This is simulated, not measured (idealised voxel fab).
Module name: voxel released beams (process module)
The width of the displayed cross-section, cut, is 210 nm; its cells are square, with a size of 5 nm.
Square cells in a grid make up a cross-section in this document, and the grid is given as bands, listed from the top down, each one or more rows of cells.
Band: top height; bottom height; in nm. Then, left to right: material with width in nm, for each material. "full width": a single material spanning edge to edge. "blank": empty space.
We count height from 0. Below that, the starting wafer is all one material. The lowest band never ends at the bottom but goes on down; see "0..down" for how that is written.
You'd read "30..40" like this: the band's top row of cells is as wide as the first number, its bottom row is as wide as the second, and going down, every row changes width by the same amount as the row before did.
Any step labelled "no alterations made" changed none of the cells in the cross-section.
"Completely enclosed voids" specifies each empty space that is not open to the top and that occupies no fewer than 8 cells, using the form width x height at distance, the distance measured from the left edge and all three quantities in nm.
On each step's line, the part that comes after the settings is the simulator's own comment on the step.
A step line may carry the setting "overlay nm", which, for steps involving a mask, states the distance by which the mask lay to the right of its intended position; negative values denote displacement to the left.

The following list gives the planned process steps:
step 1: RECEIVE with material Si
step 2: CONFORMAL_DEP with material SiN, thk nm 10
step 3: DIRECTIONAL_DEP with material SiO2, thk nm 15
step 4: DIRECTIONAL_DEP with material aC, thk nm 15
step 5: PATTERN with tone open, mask id ANCHOR, material resist, width nm 45, thk nm 30, overlay nm 0
step 6: DIRECTIONAL_ETCH with etch materials aC, depth nm 15
step 7: STRIP with etch materials resist
step 8: DIRECTIONAL_ETCH with etch materials SiO2, depth nm 15
step 9: STRIP with etch materials aC
step 10: CONFORMAL_DEP with material W, thk nm 15
step 11: DIRECTIONAL_DEP with material aC, thk nm 15
step 12: PATTERN with tone cover, mask id BEAM, material resist, width nm 120, thk nm 35, overlay nm 0
step 13: DIRECTIONAL_ETCH with etch materials aC, depth nm 15
step 14: STRIP with etch materials resist
step 15: DIRECTIONAL_ETCH with etch materials W, depth nm 15
step 16: STRIP with etch materials aC
step 17: STRIP with etch materials SiO2

So this is the incoming wafer in cross-section - it's already been through step 1:
  0..down | Si full width
  Completely enclosed voids: none

Here's the cross-section of the first of our two wafers at the end of the module - it ran as planned:
  40..25 | 40 nm blank; 20 nm W; 15 nm blank; 85 nm W; 50 nm blank
  25..10 | 45 nm blank; 45 nm W; 120 nm blank
  10..0 | SiN full width
  0..down | Si full width
  Completely enclosed voids: none

Second of two wafers, module complete, sectioned: it shares the first wafer's start and plan but was run with one mistake:
  40..25 | 40 nm blank; 65 nm W; 105 nm blank
  25..10 | 30 nm blank; 15 nm W; 45 nm SiO2; 70 nm W; 50 nm blank
  10..0 | SiN full width
  0..down | Si full width
  Completely enclosed voids: none
Deviation noted in wafer processing: step 5 changed vs plan, executed as PATTERN with tone cover, mask id ANCHOR, material resist, width nm 45, thk nm 30, overlay nm 0
Per the end-of-run cell counts, the second wafer holds more or fewer of some materials than the first: SiO2 +27
